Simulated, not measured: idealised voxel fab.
process module | voxel wiring stack
cross-section cut | 300 nm wide | cells 5 nm
A cross-section is a grid of square cells, given in bands from the top down. A band is one or more rows of cells.
Each band's line starts with the height of the band's top and of its bottom, in nm. Then come its materials from left to right, each with its width in nm. One material with "throughout" fills the band from edge to edge. "air" is empty space.
Height 0 is the level under which the wafer as received is all one material. The lowest band goes on downwards, as in "0 down".
A width such as "30 to 40" changes by the same amount from each row of cells to the next, from the band's top row to its bottom row.
"no change" after a step means that no cell of the cross-section changed.
closed voids: empty space of 8 cells or more with no open way to the top, each as width x height at its distance from the left edge, in nm
after a step's settings: what the simulator itself notes on the step
overlay nm, on a step with a mask: how far to the right of its planned place the mask lay; to the left if negative
plan
1 op RECEIVE | material Si
2 op CONFORMAL_DEP | material SiO2 | thk nm 15
3 op CONFORMAL_DEP | material SiCN | thk nm 5
4 op DIRECTIONAL_DEP | material lowk | thk nm 15
5 op DIRECTIONAL_DEP | material aC | thk nm 10
6 op PATTERN | tone open | mask id METAL_1 | material resist | width nm 25 | pitch nm 40 | thk nm 30 | overlay nm 0
7 op DIRECTIONAL_ETCH | etch materials aC | depth nm 10
8 op STRIP | etch materials resist
9 op DIRECTIONAL_ETCH | etch materials lowk | depth nm 15
10 op DIRECTIONAL_ETCH | etch materials SiCN | depth nm 5
11 op STRIP | etch materials aC
12 op CONFORMAL_DEP | material TiN | thk nm 5
13 op FILL_DEP | material Ru | thk nm 10
14 op CMP | height nm 35
15 op EPI | material Ru | thk nm 5
16 op FILL_DEP | material SiCN | thk nm 5
17 op DIRECTIONAL_DEP | material lowk | thk nm 15
18 op DIRECTIONAL_DEP | material aC | thk nm 10
19 op PATTERN | tone open | mask id PLUG_1 | material resist | width nm 15 | pitch nm 40 | thk nm 25 | overlay nm 0
20 op DIRECTIONAL_ETCH | etch materials aC | depth nm 10
21 op STRIP | etch materials resist
22 op DIRECTIONAL_ETCH | etch materials lowk | depth nm 15
23 op DIRECTIONAL_ETCH | etch materials SiCN | depth nm 5
24 op STRIP | etch materials aC
25 op EPI | material Ru | thk nm 10
26 op EPI | material Ru | thk nm 10
27 op DIRECTIONAL_DEP | material TiN | thk nm 5
28 op DIRECTIONAL_DEP | material W | thk nm 20
29 op PATTERN | tone cover | mask id METAL_2 | material resist | width nm 25 | pitch nm 40 | thk nm 15 | overlay nm 0
30 op DIRECTIONAL_ETCH | etch materials W | depth nm 20
31 op DIRECTIONAL_ETCH | etch materials TiN | depth nm 5
32 op STRIP | etch materials resist
33 op FILL_DEP | material SiO2 | thk nm 5
34 op CMP | height nm 85
35 op CONFORMAL_DEP | material SiCN | thk nm 5
36 op DIRECTIONAL_DEP | material SiO2 | thk nm 35
37 op DIRECTIONAL_DEP | material aC | thk nm 15
38 op PATTERN | tone open | mask id METAL_3 | material resist | width nm 25 | pitch nm 40 | thk nm 35 | overlay nm 0
39 op DIRECTIONAL_ETCH | etch materials aC | depth nm 15
40 op STRIP | etch materials resist
41 op DIRECTIONAL_ETCH | etch materials SiO2 | depth nm 20
42 op STRIP | etch materials aC
43 op PATTERN | tone open | mask id METAL_3_HOLES | material resist | width nm 15 | thk nm 15 | overlay nm 0
44 op DIRECTIONAL_ETCH | etch materials SiO2 | depth nm 15
45 op DIRECTIONAL_ETCH | etch materials SiCN | depth nm 5
46 op STRIP | etch materials resist
47 op CONFORMAL_DEP | material TiN | thk nm 5
48 op FILL_DEP | material Ru | thk nm 10
49 op CMP | height nm 125
50 op CONFORMAL_DEP | material SiCN | thk nm 5
51 op DIRECTIONAL_DEP | material lowk | thk nm 25
52 op PATTERN | tone open | mask id METAL_4_HOLES | material resist | width nm 15 | pitch nm 40 | thk nm 20 | overlay nm 0
53 op DIRECTIONAL_ETCH | etch materials lowk | depth nm 25
54 op STRIP | etch materials resist
55 op PATTERN | tone open | mask id METAL_4 | material resist | width nm 25 | pitch nm 40 | thk nm 20 | overlay nm 0
56 op DIRECTIONAL_ETCH | etch materials lowk | depth nm 15
57 op DIRECTIONAL_ETCH | etch materials SiCN | depth nm 5
58 op STRIP | etch materials resist
59 op CONFORMAL_DEP | material TiN | thk nm 5
60 op FILL_DEP | material Cu | thk nm 5
61 op CMP | height nm 155
62 op CONFORMAL_DEP | material SiCN | thk nm 5
as received, after step 1
  0 down: Si throughout
  closed voids: none
first wafer at the end, as planned
  160 to 155: SiCN throughout
  155 to 145: lowk 115 | TiN 5 | Cu 15 | TiN 5 | lowk 15 | TiN 5 | Cu 15 | TiN 5 | lowk 120
  145 to 140: lowk 115 | TiN 5 | Cu 5 | TiN 15 | lowk 15 | TiN 5 | Cu 5 | TiN 15 | lowk 120
  140 to 130: lowk 115 | TiN 5 | Cu 5 | TiN 5 | lowk 25 | TiN 5 | Cu 5 | TiN 5 | lowk 130
  130 to 125: SiCN 115 | TiN 15 | SiCN 25 | TiN 15 | SiCN 130
  125 to 110: SiO2 115 | TiN 5 | Ru 15 | TiN 5 | SiO2 15 | TiN 5 | Ru 15 | TiN 5 | SiO2 120
  110 to 105: SiO2 115 | TiN 5 | Ru 5 | TiN 15 | SiO2 15 | TiN 25 | SiO2 120
  105 to 90: SiO2 115 | TiN 5 | Ru 5 | TiN 5 | SiO2 170
  90 to 85: SiCN 115 | TiN 15 | SiCN 170
  85 to 65: SiO2 115 | W 25 | SiO2 15 | W 25 | SiO2 120
  65 to 60: SiO2 115 | TiN 25 | SiO2 15 | TiN 25 | SiO2 120
  60 to 45: lowk 115 | Ru 15 | lowk 25 | Ru 15 | lowk 130
  45 to 35: SiCN 115 to 110 | Ru 15 to 35 | SiCN 25 to 5 | Ru 15 to 35 | SiCN 130 to 115
  35 to 20: lowk 115 | TiN 5 | Ru 15 | TiN 5 | lowk 15 | TiN 5 | Ru 15 | TiN 5 | lowk 120
  20 to 15: SiCN 115 | TiN 25 | SiCN 15 | TiN 25 | SiCN 120
  15 to 0: SiO2 throughout
  0 down: Si throughout
  closed voids: none
second wafer at the end: like start, like plan, one mistake
  160 to 155: SiCN throughout
  155 to 145: lowk 115 | TiN 5 | Cu 15 | TiN 5 | lowk 15 | TiN 5 | Cu 15 | TiN 5 | lowk 120
  145 to 140: lowk 115 | TiN 5 | Cu 5 | TiN 15 | lowk 15 | TiN 5 | Cu 5 | TiN 15 | lowk 120
  140 to 130: lowk 115 | TiN 5 | Cu 5 | TiN 5 | lowk 25 | TiN 5 | Cu 5 | TiN 5 | lowk 130
  130 to 125: SiCN 115 | TiN 15 | SiCN 25 | TiN 15 | SiCN 130
  125 to 105: SiO2 115 | TiN 5 | Ru 15 | TiN 5 | SiO2 15 | TiN 5 | Ru 15 | TiN 5 | SiO2 120
  105 to 100: SiO2 115 | TiN 5 | Ru 5 | TiN 15 | SiO2 15 | TiN 25 | SiO2 120
  100 to 90: SiO2 115 | TiN 5 | Ru 5 | TiN 5 | SiO2 170
  90 to 85: SiCN 115 | TiN 15 | SiCN 170
  85 to 65: SiO2 115 | W 25 | SiO2 15 | W 25 | SiO2 120
  65 to 60: SiO2 115 | TiN 25 | SiO2 15 | TiN 25 | SiO2 120
  60 to 45: lowk 115 | Ru 15 | lowk 25 | Ru 15 | lowk 130
  45 to 35: SiCN 115 to 110 | Ru 15 to 35 | SiCN 25 to 5 | Ru 15 to 35 | SiCN 130 to 115
  35 to 20: lowk 115 | TiN 5 | Ru 15 | TiN 5 | lowk 15 | TiN 5 | Ru 15 | TiN 5 | lowk 120
  20 to 15: SiCN 115 | TiN 25 | SiCN 15 | TiN 25 | SiCN 120
  15 to 0: SiO2 throughout
  0 down: Si throughout
  closed voids: none
what went wrong: step 41 ran as: op DIRECTIONAL_ETCH | etch materials SiO2 | depth nm 25
at the end the second wafer has, in cells: 5 more of Ru | 7 fewer of SiO2 | 2 more of TiN
